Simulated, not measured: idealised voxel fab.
voxel gate over fins: a process module
The figure presents cross-section cut, which has a width of 270 nm and is divided into square cells with an edge length of 5 nm.
This document writes a cross-section as a grid whose cells are square, and gives it as bands, listed from the top down; one or more rows of cells form a band.
A band entry consists of two parts. The first gives the height of the band's top and the height of its bottom, in nm. The rest lists the band's materials from left to right, each with its width in nm. A single material labelled with the word "full width" fills the band from edge to edge, and the word "empty" marks empty space.
Basically, 0 is our baseline, since under it the wafer straight out of the box is all one material. The bottom band has no lower end and keeps on going down, so it looks like "0..down".
Width "30 to 40": first value at the band's top row of cells, second value at its bottom row, equal change from row to row.
It should be understood that the words "no alteration", when stated for a given step, signify that the cross-section underwent no change in any of its cells during that step.
Reported under the label "Enclosed internal voids" are the empty spaces having no open way to the top and comprising 8 cells or more; the notation for each is width x height at distance, in which the distance is measured from the left edge and all three values are in nm.
Heads up: the bit after the settings on a step's line is the simulator's remark on that step.
Steps that use a mask can have "overlay nm" on their line. It says how far the mask sat to the right of where it was meant to be. Negative means to the left.
**Below is the list of planned process steps**
| 1 | op RECEIVE | material Si |
| 2 | op CONFORMAL_DEP | material SiN | thk nm 10 |
| 3 | op PATTERN | tone cover | mask id FINS | material resist | width nm 15 | pitch nm 40 | thk nm 20 | overlay nm 0 |
| 4 | op DIRECTIONAL_ETCH | etch materials SiN | depth nm 10 |
| 5 | op DIRECTIONAL_ETCH | etch materials Si | depth nm 35 |
| 6 | op STRIP | etch materials resist |
| 7 | op FILL_DEP | material SiO2 | thk nm 15 |
| 8 | op CMP | height nm 10 |
| 9 | op SELECTIVE_ETCH | etch materials SiO2 | depth nm 20 |
| 10 | op STRIP | etch materials SiN |
| 11 | op CONFORMAL_DEP | material HfO2 | thk nm 5 |
| 12 | op CONFORMAL_DEP | material TiN | thk nm 5 |
| 13 | op CONFORMAL_DEP | material TiAl | thk nm 5 |
| 14 | op CONFORMAL_DEP | material TiN | thk nm 5 |
| 15 | op FILL_DEP | material W | thk nm 10 |
| 16 | op CMP | height nm 25 |
| 17 | op CONFORMAL_DEP | material SiCN | thk nm 10 |
**Wafer as received: cross-section following step 1**
> 0..down  Si full width
> Enclosed internal voids: none
**End-of-module cross-section of the first of two wafers, processed as planned**
> 35..25  SiCN full width
> 25..20  W full width
> 20..15  W: 65, then TiN: 135, then W: 70
> 15..10  W: 65, then TiN: 5, then TiAl: 125, then TiN: 5, then W: 70
> 10..5  TiN: 70, then TiAl: 5, then TiN: 35, then TiAl: 5, then TiN: 35, then TiAl: 5, then TiN: 35, then TiAl: 5, then TiN: 75
> 5..0  TiAl: 75, then TiN: 5, then HfO2: 25, then TiN: 5, then TiAl: 5, then TiN: 5, then HfO2: 25, then TiN: 5, then TiAl: 5, then TiN: 5, then HfO2: 25, then TiN: 5, then TiAl: 80
> 0..-5  TiN: 80, then HfO2: 5, then Si: 15, then HfO2: 5, then TiN: 15, then HfO2: 5, then Si: 15, then HfO2: 5, then TiN: 15, then HfO2: 5, then Si: 15, then HfO2: 5, then TiN: 85
> -5..-10  HfO2: 85, then Si: 15, then HfO2: 25, then Si: 15, then HfO2: 25, then Si: 15, then HfO2: 90
> -10..-35  SiO2: 85, then Si: 15, then SiO2: 25, then Si: 15, then SiO2: 25, then Si: 15, then SiO2: 90
> -35..down  Si full width
> Enclosed internal voids: none
**Wafer two cross-section, module end. Start and plan unchanged from wafer one; one mistake made during the run**
> 35..25  SiCN full width
> 25..20  W full width
> 20..15  W: 55, then TiN: 135, then W: 80
> 15..10  W: 55, then TiN: 5, then TiAl: 125, then TiN: 5, then W: 80
> 10..5  TiN: 60, then TiAl: 5, then TiN: 35, then TiAl: 5, then TiN: 35, then TiAl: 5, then TiN: 35, then TiAl: 5, then TiN: 85
> 5..0  TiAl: 65, then TiN: 5, then HfO2: 25, then TiN: 5, then TiAl: 5, then TiN: 5, then HfO2: 25, then TiN: 5, then TiAl: 5, then TiN: 5, then HfO2: 25, then TiN: 5, then TiAl: 90
> 0..-5  TiN: 70, then HfO2: 5, then Si: 15, then HfO2: 5, then TiN: 15, then HfO2: 5, then Si: 15, then HfO2: 5, then TiN: 15, then HfO2: 5, then Si: 15, then HfO2: 5, then TiN: 95
> -5..-10  HfO2: 75, then Si: 15, then HfO2: 25, then Si: 15, then HfO2: 25, then Si: 15, then HfO2: 100
> -10..-35  SiO2: 75, then Si: 15, then SiO2: 25, then Si: 15, then SiO2: 25, then Si: 15, then SiO2: 100
> -35..down  Si full width
> Enclosed internal voids: none
Processing error: step 3 was run on a setting that differed from the plan, and what really ran there is op PATTERN | tone cover | mask id FINS | material resist | width nm 15 | pitch nm 40 | thk nm 20 | overlay nm -10
Matching per-material cell counts, mismatched positions: that is how the second wafer compares with the first at the end.
